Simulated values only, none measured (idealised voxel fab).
Process module under the name voxel self aligned vias
The cross-section on display is named cut; it measures 175 nm wide, and its cells are 5 nm squares.
Think of the cross-section as a grid of square cells. We describe it in bands, top to bottom, and each band covers one or more rows of those cells. Look at the band entry: it leads with the top's height and the bottom's height in nm. Then it lists the materials left to right, with a width in nm for each. The word "everywhere" on a single material says that material fills the band edge to edge. The word "blank" is empty space. Convention: height 0 is the level below which the wafer, as received, is all one material. The lowest band does not terminate at the bottom but continues downward, represented as "0 -> down". Graded width ("30 to 40"): value in top row of band = first number; value in bottom row = second number; row-to-row change constant. Take "nothing different" at face value: in the step it is given for, the cross-section changed in none of its cells. "Closed void inventory" specifies each empty space that is not open to the top and that occupies no fewer than 8 cells, using the form width x height at distance, the distance measured from the left edge and all three quantities in nm. That trailing text on a step's line, after the settings, is the simulator's own remark on the step. overlay nm: right-of-plan distance of the mask on a masked step; negative values mean left-of-plan.

Below is the list of planned process steps:
- 1: RECEIVE [material Si]
- 2: CONFORMAL_DEP [material SiO2] [thk nm 10]
- 3: CONFORMAL_DEP [material SiCN] [thk nm 5]
- 4: DIRECTIONAL_DEP [material SiO2] [thk nm 20]
- 5: DIRECTIONAL_DEP [material aC] [thk nm 10]
- 6: PATTERN [tone open] [mask id LINES] [material resist] [width nm 20] [pitch nm 50] [thk nm 25] [overlay nm -10]
- 7: DIRECTIONAL_ETCH [etch materials aC] [depth nm 10]
- 8: STRIP [etch materials resist]
- 9: DIRECTIONAL_ETCH [etch materials SiO2] [depth nm 20]
- 10: STRIP [etch materials aC]
- 11: CONFORMAL_DEP [material TiN] [thk nm 5]
- 12: FILL_DEP [material W] [thk nm 5]
- 13: CMP [height nm 35]
- 14: SELECTIVE_ETCH [etch materials W Ru TiN] [depth nm 5]
- 15: FILL_DEP [material SiN] [thk nm 10]
- 16: CMP [height nm 35]
- 17: DIRECTIONAL_DEP [material SiO2] [thk nm 15]
- 18: MASKED_ETCH [tone open] [mask id VIAS] [width nm 30] [pitch nm 100] [etch materials SiO2] [depth nm 15] [overlay nm 0]
- 19: MASKED_ETCH [tone open] [mask id VIAS] [width nm 30] [pitch nm 100] [etch materials SiN] [depth nm 5] [overlay nm 0]
- 20: CONFORMAL_DEP [material TiN] [thk nm 5]
- 21: FILL_DEP [material Ru] [thk nm 5]
- 22: CMP [height nm 50]
- 23: CONFORMAL_DEP [material SiCN] [thk nm 5]
For clarity, it should be stated that the wafers under discussion commence in an identical condition and differ with respect to the overlay nm of step 6, the plan indicating the value that the first wafer had.

As-received state after step 1, first of several wafers, cross-section:
- 0 -> down: Si everywhere
- Closed void inventory: none

Here's the first of several wafers in cross-section, end of the module, after the last step, step 23:
- 55 -> 50: SiCN everywhere
- 50 -> 40: SiO2=20; TiN=5; Ru=20; TiN=5; SiO2=70; TiN=5; Ru=20; TiN=5; SiO2=25
- 40 -> 35: SiO2=20; TiN=5; Ru=5; TiN=20; SiO2=70; TiN=5; Ru=5; TiN=20; SiO2=25
- 35 -> 30: SiO2=15; SiN=5; TiN=15; SiO2=30; SiN=20; SiO2=30; SiN=5; TiN=15; SiO2=40
- 30 -> 20: SiO2=15; TiN=5; W=10; TiN=5; SiO2=30; TiN=5; W=10; TiN=5; SiO2=30; TiN=5; W=10; TiN=5; SiO2=40
- 20 -> 15: SiO2=15; TiN=20; SiO2=30; TiN=20; SiO2=30; TiN=20; SiO2=40
- 15 -> 10: SiCN everywhere
- 10 -> 0: SiO2 everywhere
- 0 -> down: Si everywhere
- Closed void inventory: none

Cross-section, last wafer, module completion:
- 55 -> 50: SiCN everywhere
- 50 -> 40: SiO2=20; TiN=5; Ru=20; TiN=5; SiO2=70; TiN=5; Ru=20; TiN=5; SiO2=25
- 40 -> 35: SiO2=20; TiN=30; SiO2=70; TiN=30; SiO2=25
- 35 -> 30: SiO2=40; TiN=10; SiN=10; SiO2=30; SiN=20; SiO2=30; TiN=10; SiN=10; SiO2=15
- 30 -> 20: SiO2=40; TiN=5; W=10; TiN=5; SiO2=30; TiN=5; W=10; TiN=5; SiO2=30; TiN=5; W=10; TiN=5; SiO2=15
- 20 -> 15: SiO2=40; TiN=20; SiO2=30; TiN=20; SiO2=30; TiN=20; SiO2=15
- 15 -> 10: SiCN everywhere
- 10 -> 0: SiO2 everywhere
- 0 -> down: Si everywhere
- Closed void inventory: none

The rows of the table below are wafers. Looking at the end of the module, a row counts, for every material, the cells the wafer has gained, shown as (+), or lost, shown as (-), since it was received; its closed voids come next:
overlay nm -10; +18 Ru; +70 SiCN; +6 SiN; +231 SiO2; +48 TiN; +12 W; Closed void inventory: none
overlay nm -5; +20 Ru; +70 SiCN; +4 SiN; +231 SiO2; +48 TiN; +12 W; Closed void inventory: none
overlay nm 0; +20 Ru; +70 SiCN; +4 SiN; +231 SiO2; +48 TiN; +12 W; Closed void inventory: none
overlay nm 5; +20 Ru; +70 SiCN; +4 SiN; +231 SiO2; +48 TiN; +12 W; Closed void inventory: none
overlay nm 10; +18 Ru; +70 SiCN; +6 SiN; +231 SiO2; +48 TiN; +12 W; Closed void inventory: none
overlay nm 15; +16 Ru; +70 SiCN; +8 SiN; +231 SiO2; +48 TiN; +12 W; Closed void inventory: none
